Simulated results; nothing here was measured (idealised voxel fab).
process module | voxel fin reveal
cross-section cut | 230 nm wide | cells 5 nm
A cross-section is a grid of square cells, given in bands from the top down. A band is one or more rows of cells.
Each band's line starts with the height of the band's top and of its bottom, in nm. Then come its materials from left to right, each with its width in nm. One material with "throughout" fills the band from edge to edge. "air" is empty space.
Height 0 is the level under which the wafer as received is all one material. The lowest band goes on downwards, as in "0 down".
A width such as "30 to 40" changes by the same amount from each row of cells to the next, from the band's top row to its bottom row.
"no change" after a step means that no cell of the cross-section changed.
closed voids: empty space of 8 cells or more with no open way to the top, each as width x height at its distance from the left edge, in nm
after a step's settings: what the simulator itself notes on the step
overlay nm, on a step with a mask: how far to the right of its planned place the mask lay; to the left if negative
plan
1 op RECEIVE | material Si
2 op CONFORMAL_DEP | material SiN | thk nm 5
3 op DIRECTIONAL_DEP | material aC | thk nm 15
4 op PATTERN | tone cover | mask id FINS | material resist | width nm 15 | pitch nm 35 | thk nm 35 | overlay nm 0
5 op DIRECTIONAL_ETCH | etch materials aC | depth nm 15
6 op STRIP | etch materials resist
7 op DIRECTIONAL_ETCH | etch materials SiN | depth nm 5
8 op DIRECTIONAL_ETCH | etch materials Si | depth nm 30
9 op STRIP | etch materials aC
10 op FILL_DEP | material SiO2 | thk nm 10
11 op CMP | height nm 5
12 op SELECTIVE_ETCH | etch materials SiO2 | depth nm 25
13 op STRIP | etch materials SiN
14 op CONFORMAL_DEP | material HfO2 | thk nm 5
first wafer, as planned
as received, after step 1
  0 down: Si throughout
  closed voids: none
after step 2
  5 to 0: SiN throughout
  below 0: unchanged
after step 3
  20 to 5: aC throughout
  below 5: unchanged
after step 4
  55 to 20: air 70 | resist 15 | air 20 | resist 15 | air 20 | resist 15 | air 75
  below 20: unchanged
after step 5
  40 to 20: air 70 | resist 15 | air 20 | resist 15 | air 20 | resist 15 | air 75
  20 to 5: air 70 | aC 15 | air 20 | aC 15 | air 20 | aC 15 | air 75
  below 5: unchanged
after step 6
  20 to 5: air 70 | aC 15 | air 20 | aC 15 | air 20 | aC 15 | air 75
  below 5: unchanged
after step 7
  20 to 5: air 70 | aC 15 | air 20 | aC 15 | air 20 | aC 15 | air 75
  5 to 0: air 70 | SiN 15 | air 20 | SiN 15 | air 20 | SiN 15 | air 75
  below 0: unchanged
after step 8
  20 to 5: air 70 | aC 15 | air 20 | aC 15 | air 20 | aC 15 | air 75
  5 to 0: air 70 | SiN 15 | air 20 | SiN 15 | air 20 | SiN 15 | air 75
  0 to -30: air 70 | Si 15 | air 20 | Si 15 | air 20 | Si 15 | air 75
  below -30: unchanged
after step 9
  5 to 0: air 70 | SiN 15 | air 20 | SiN 15 | air 20 | SiN 15 | air 75
  below 0: unchanged
after step 10
  15 to 5: SiO2 throughout
  5 to 0: SiO2 70 | SiN 15 | SiO2 20 | SiN 15 | SiO2 20 | SiN 15 | SiO2 75
  0 to -30: SiO2 70 | Si 15 | SiO2 20 | Si 15 | SiO2 20 | Si 15 | SiO2 75
  below -30: unchanged
after step 11
  5 to 0: SiO2 70 | SiN 15 | SiO2 20 | SiN 15 | SiO2 20 | SiN 15 | SiO2 75
  below 0: unchanged
after step 12
  5 to 0: air 70 | SiN 15 | air 20 | SiN 15 | air 20 | SiN 15 | air 75
  0 to -20: air 70 | Si 15 | air 20 | Si 15 | air 20 | Si 15 | air 75
  below -20: unchanged
after step 13
  0 to -20: air 70 | Si 15 | air 20 | Si 15 | air 20 | Si 15 | air 75
  below -20: unchanged
after step 14
  5 to 0: air 65 | HfO2 25 | air 10 | HfO2 25 | air 10 | HfO2 25 | air 70
  0 to -15: air 65 | HfO2 5 | Si 15 | HfO2 5 | air 10 | HfO2 5 | Si 15 | HfO2 5 | air 10 | HfO2 5 | Si 15 | HfO2 5 | air 70
  -15 to -20: HfO2 70 | Si 15 | HfO2 20 | Si 15 | HfO2 20 | Si 15 | HfO2 75
  below -20: unchanged
second wafer: like start, like plan, one mistake. Through step 13 it matches the first wafer
when step 14 should have ended: no change
what went wrong: step 14 was left out
at the end the second wafer has, in cells: 70 fewer of HfO2
